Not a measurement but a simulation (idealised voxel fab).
Documented hereafter: the process module known as voxel ribs on slabs.
Section shown: cut. Width: 170 nm. Cell size: 5 nm, square.
Cross-section spec: square-cell grid; bands listed top down; each band is one or more rows.
This entry defines a band. It first specifies the height of the band's top and the height of its bottom in nm, and then specifies the band's materials from left to right, stating each material with its width in nm. The word "full width" identifies a single material that fills the band from edge to edge, while the word "empty" identifies empty space.
The level at which height equals 0 is the one under which the wafer, as it arrives, is entirely one material. No lower edge exists for the bottom band, which continues downward and is notated as in "z 0 and below".
The width entry "30..40" should be interpreted row by row: the top row of cells in the band takes the first number, the bottom row takes the second number, and the change between adjacent rows is uniform throughout.
Key: "nothing altered" - step with no changed cell in the cross-section.
"Enclosed empty spaces": sealed empty spaces, 8 cells or more, no open way to top, listed width x height at distance, with distance from the left edge and width, height and distance in nm.
If you see something after the settings on a step's line, that's the simulator's own remark about that step.
"overlay nm" answers the question of how far to the right of plan the mask lay on a step that has a mask, and when it is negative the answer is to the left.

**Below is the list of planned process steps**
step 1: RECEIVE (material Si)
step 2: DIRECTIONAL_DEP (material SiO2; thk nm 30)
step 3: DIRECTIONAL_DEP (material polySi; thk nm 15)
step 4: PATTERN (tone cover; mask id RIB; material resist; width nm 25; thk nm 20; overlay nm 0)
step 5: DIRECTIONAL_ETCH (etch materials polySi; depth nm 5)
step 6: STRIP (etch materials resist)
step 7: DIRECTIONAL_DEP (material aC; thk nm 15)
step 8: PATTERN (tone cover; mask id SLAB; material resist; width nm 65; thk nm 35; overlay nm 0)
step 9: DIRECTIONAL_ETCH (etch materials aC; depth nm 15)
step 10: STRIP (etch materials resist)
step 11: DIRECTIONAL_ETCH (etch materials polySi; depth nm 10)
step 12: STRIP (etch materials aC)
step 13: FILL_DEP (material SiO2; thk nm 25)
step 14: CMP (height nm 60)
step 15: DIRECTIONAL_DEP (material W; thk nm 5)
step 16: DIRECTIONAL_DEP (material aC; thk nm 10)
step 17: PATTERN (tone cover; mask id HEATER; material resist; width nm 35; thk nm 30; overlay nm 0)
step 18: DIRECTIONAL_ETCH (etch materials aC; depth nm 10)
step 19: STRIP (etch materials resist)
step 20: DIRECTIONAL_ETCH (etch materials W; depth nm 5)
step 21: STRIP (etch materials aC)
step 22: CONFORMAL_DEP (material SiN; thk nm 5)

**So this is the incoming wafer in cross-section - it's already been through step 1**
z 0 and below | Si full width
Enclosed empty spaces: none

**Wafer cross-section at end of module: start and plan as shown above, one execution error**
z 70 to 60 | SiN full width
z 60 to 45 | SiO2 full width
z 45 to 40 | SiO2=70 | polySi=25 | SiO2=75
z 40 to 30 | SiO2=50 | polySi=65 | SiO2=55
z 30 to 0 | SiO2 full width
z 0 and below | Si full width
Enclosed empty spaces: none
Against the plan, the run slipped here: planned and actual differ for step 15; actual: DIRECTIONAL_DEP (material SiN; thk nm 5)
